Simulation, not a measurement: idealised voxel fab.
The name of this process module is voxel capacitor over wiring.
295 nm wide, 5 nm square cells: that's cross-section cut.
Cross-section spec: square-cell grid; bands listed top down; each band is one or more rows.
Within each band entry, the heights of the top and of the bottom of the band appear first, in that order and in nm; the materials of the band then follow from left to right, each with its corresponding width in nm. The designation "all across" on a single material indicates that it fills the band from edge to edge; the designation "empty" indicates empty space.
Height is counted from the level 0, under which the received wafer is composed throughout of one material. The lowest of the bands is not closed at the bottom but continues downward, in the notation "z 0 and below".
Note: "30..40" means the width goes from the first number (top row of the band) to the second number (bottom row) in equal steps per row of cells.
A step reported as "no alteration" is a step in which no cell of the cross-section changed.
The entry titled "Fully enclosed voids" provides the empty spaces that have no open way to the top, restricted to those of 8 cells or more. Each is presented as width x height at distance, the distance being measured from the left edge, with all three in nm.
That trailing text on a step's line, after the settings, is the simulator's own remark on the step.
overlay nm: mask offset rightward from planned place, masked step; negative means leftward offset.

Steps planned for the process
1 RECEIVE | material Si
2 CONFORMAL_DEP | material SiO2 | thk nm 10
3 CONFORMAL_DEP | material SiN | thk nm 5
4 DIRECTIONAL_DEP | material lowk | thk nm 25
5 MASKED_ETCH | tone open | mask id METAL_1 | width nm 20 | pitch nm 85 | etch materials lowk | depth nm 25 | overlay nm 0
6 MASKED_ETCH | tone open | mask id METAL_1 | width nm 20 | pitch nm 85 | etch materials SiN | depth nm 5 | overlay nm 0
7 CONFORMAL_DEP | material TiN | thk nm 5
8 FILL_DEP | material Cu | thk nm 5
9 CMP | height nm 40
10 CONFORMAL_DEP | material SiCN | thk nm 5
11 DIRECTIONAL_DEP | material lowk | thk nm 10
12 MASKED_ETCH | tone open | mask id PLUG_1 | width nm 15 | etch materials lowk | depth nm 10 | overlay nm 0
13 MASKED_ETCH | tone open | mask id PLUG_1 | width nm 15 | etch materials SiCN | depth nm 5 | overlay nm 0
14 EPI | material Ru | thk nm 10
15 EPI | material Ru | thk nm 5
16 DIRECTIONAL_DEP | material TiN | thk nm 10
17 DIRECTIONAL_DEP | material SiN | thk nm 5
18 DIRECTIONAL_DEP | material TiN | thk nm 5
19 DIRECTIONAL_DEP | material aC | thk nm 15
20 PATTERN | tone cover | mask id UPPER_PLATE | material resist | width nm 70 | thk nm 30 | overlay nm 0
21 DIRECTIONAL_ETCH | etch materials aC | depth nm 15
22 STRIP | etch materials resist
23 DIRECTIONAL_ETCH | etch materials TiN | depth nm 5
24 DIRECTIONAL_ETCH | etch materials SiN | depth nm 5
25 STRIP | etch materials aC
26 DIRECTIONAL_DEP | material aC | thk nm 15
27 PATTERN | tone cover | mask id LOWER_PLATE | material resist | width nm 80 | thk nm 30 | overlay nm 0
28 DIRECTIONAL_ETCH | etch materials aC | depth nm 15
29 STRIP | etch materials resist
30 DIRECTIONAL_ETCH | etch materials TiN | depth nm 10
31 STRIP | etch materials aC
32 FILL_DEP | material SiO2 | thk nm 15
33 CMP | height nm 85
34 PATTERN | tone open | mask id PLUG_2 | material resist | width nm 15 | thk nm 15 | overlay nm 0
35 DIRECTIONAL_ETCH | etch materials SiO2 | depth nm 10
36 STRIP | etch materials resist
37 CONFORMAL_DEP | material TiN | thk nm 5
38 FILL_DEP | material W | thk nm 5
39 CMP | height nm 85
40 CONFORMAL_DEP | material SiCN | thk nm 5

Wafer at receipt (post step 1), cross-section
- z 0 and below  Si all across
- Fully enclosed voids: none

End state of the module in cross-section, given the above starting point and plan and one mistake in execution
- z 90 to 85  SiCN all across
- z 85 to 80  SiO2 110; TiN 5; W 5; TiN 5; SiO2 170
- z 80 to 70  SiO2 110..100; TiN 15..70; SiO2 170..125
- z 70 to 65  SiO2 100; SiN 70; SiO2 125
- z 65 to 55  SiO2 95; TiN 80; SiO2 120
- z 55 to 45  lowk 100; Ru 15; lowk 180
- z 45 to 40  SiCN 100; Ru 15; SiCN 180
- z 40 to 20  lowk 95; TiN 5; Cu 10; TiN 5; lowk 65; TiN 5; Cu 10; TiN 5; lowk 95
- z 20 to 15  lowk 95; TiN 5; Cu 5; TiN 10; lowk 65; TiN 5; Cu 5; TiN 10; lowk 95
- z 15 to 10  SiN 95; TiN 15; SiN 70; TiN 15; SiN 100
- z 10 to 0  SiO2 all across
- z 0 and below  Si all across
- Fully enclosed voids: none
Plan not followed: step 6 ran as: MASKED_ETCH | tone open | mask id METAL_1 | width nm 20 | pitch nm 85 | etch materials SiN | depth nm 5 | overlay nm -5
